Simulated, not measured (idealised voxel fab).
Module name: voxel gate over fins (process module)
Pictured: cross-section cut, 240 nm wide, on a grid of 5 nm square cells.
A cross-section in this document is a grid of square cells, and it is written down as bands, the top band listed before the ones below it; a band is made up of one or more rows of cells.
Basically the band line says how high the top is and how high the bottom is, in nm, and then what's in it from left to right, every material with its width in nm. Empty space shows up as "empty", and if a single material carries "full width" it runs the full band edge to edge.
For the purposes of this specification, 0 denotes the height below which the wafer in its as-received condition is composed wholly of one material, and the lowermost band, lacking a lower limit, extends downward without end, as expressed in "0 and below".
The width entry "30 to 40" should be interpreted row by row: the top row of cells in the band takes the first number, the bottom row takes the second number, and the change between adjacent rows is uniform throughout.
No cell of the cross-section changed in a step that is given as "same as before".
Entry "Closed void listing". Content: empty spaces with no open connection to the top, size 8 cells or greater. Each: width x height at distance. Distance: from left edge. Unit: nm.
What comes after the settings on a step's line is commentary from the simulator itself on that step.
Among the settings permitted on a step's line is "overlay nm"; applied to a step with a mask, it specifies the extent to which the mask lay to the right of its planned position, whereas a negative figure signifies a position to the left.
Process steps (planned):
1. RECEIVE [material Si]
2. CONFORMAL_DEP [material SiN] [thk nm 10]
3. MASKED_ETCH [tone cover] [mask id FINS] [width nm 15] [pitch nm 50] [etch materials SiN] [depth nm 10] [overlay nm 0]
4. MASKED_ETCH [tone cover] [mask id FINS] [width nm 15] [pitch nm 50] [etch materials Si] [depth nm 40] [overlay nm 0]
5. FILL_DEP [material SiO2] [thk nm 5]
6. CMP [height nm 10]
7. MASKED_ETCH [tone open] [mask id RAIL] [width nm 15] [etch materials SiO2] [depth nm 45] [overlay nm 0]
8. CONFORMAL_DEP [material TiN] [thk nm 5]
9. FILL_DEP [material Ru] [thk nm 5]
10. CMP [height nm 10]
11. SELECTIVE_ETCH [etch materials W Ru TiN] [depth nm 30]
12. FILL_DEP [material SiO2] [thk nm 5]
13. CMP [height nm 10]
14. SELECTIVE_ETCH [etch materials SiO2] [depth nm 20]
15. STRIP [etch materials SiN]
16. CONFORMAL_DEP [material HfO2] [thk nm 5]
17. CONFORMAL_DEP [material TiN] [thk nm 5]
18. FILL_DEP [material W] [thk nm 15]
19. CMP [height nm 20]
20. CONFORMAL_DEP [material SiN] [thk nm 10]
As received (post step 1): cross-section:
* 0 and below: Si full width
* Closed void listing: none
As-planned run: cross-section of the first of two wafers at end of module:
* 30 down to 20: SiN full width
* 20 down to 10: W full width
* 10 down to 5: W 50; TiN 35; W 15; TiN 35; W 15; TiN 35; W 55
* 5 down to 0: W 50; TiN 5; HfO2 25; TiN 5; W 15; TiN 5; HfO2 25; TiN 5; W 15; TiN 5; HfO2 25; TiN 5; W 55
* 0 down to -5: TiN 55; HfO2 5; Si 15; HfO2 5; TiN 25; HfO2 5; Si 15; HfO2 5; TiN 25; HfO2 5; Si 15; HfO2 5; TiN 60
* -5 down to -10: HfO2 60; Si 15; HfO2 35; Si 15; HfO2 35; Si 15; HfO2 65
* -10 down to -20: SiO2 60; Si 15; SiO2 35; Si 15; SiO2 35; Si 15; SiO2 65
* -20 down to -30: SiO2 60; Si 15; SiO2 10; TiN 5; Ru 5; TiN 5; SiO2 10; Si 15; SiO2 35; Si 15; SiO2 65
* -30 down to -35: SiO2 60; Si 15; SiO2 10; TiN 15; SiO2 10; Si 15; SiO2 35; Si 15; SiO2 65
* -35 down to -40: SiO2 60; Si 15; SiO2 35; Si 15; SiO2 35; Si 15; SiO2 65
* -40 and below: Si full width
* Closed void listing: none
Module end: cross-section of wafer two of two. Same start and process plan as the first wafer. One mistake during execution:
* 30 down to 20: SiN full width
* 20 down to 5: W full width
* 5 down to 0: W 55; TiN 25; W 25; TiN 25; W 25; TiN 25; W 60
* 0 down to -5: W 55; TiN 5; Si 15; TiN 5; W 25; TiN 5; Si 15; TiN 5; W 25; TiN 5; Si 15; TiN 5; W 60
* -5 down to -10: TiN 60; Si 15; TiN 35; Si 15; TiN 35; Si 15; TiN 65
* -10 down to -20: SiO2 60; Si 15; SiO2 35; Si 15; SiO2 35; Si 15; SiO2 65
* -20 down to -30: SiO2 60; Si 15; SiO2 10; TiN 5; Ru 5; TiN 5; SiO2 10; Si 15; SiO2 35; Si 15; SiO2 65
* -30 down to -35: SiO2 60; Si 15; SiO2 10; TiN 15; SiO2 10; Si 15; SiO2 35; Si 15; SiO2 65
* -35 down to -40: SiO2 60; Si 15; SiO2 35; Si 15; SiO2 35; Si 15; SiO2 65
* -40 and below: Si full width
* Closed void listing: none
Which mistake was made when the wafer was run? step 16 of the plan was bypassed and not carried out
Wafer comparison, final, in cells, second relative to first, materials more or fewer: HfO2: 60 fewer; W: 60 more
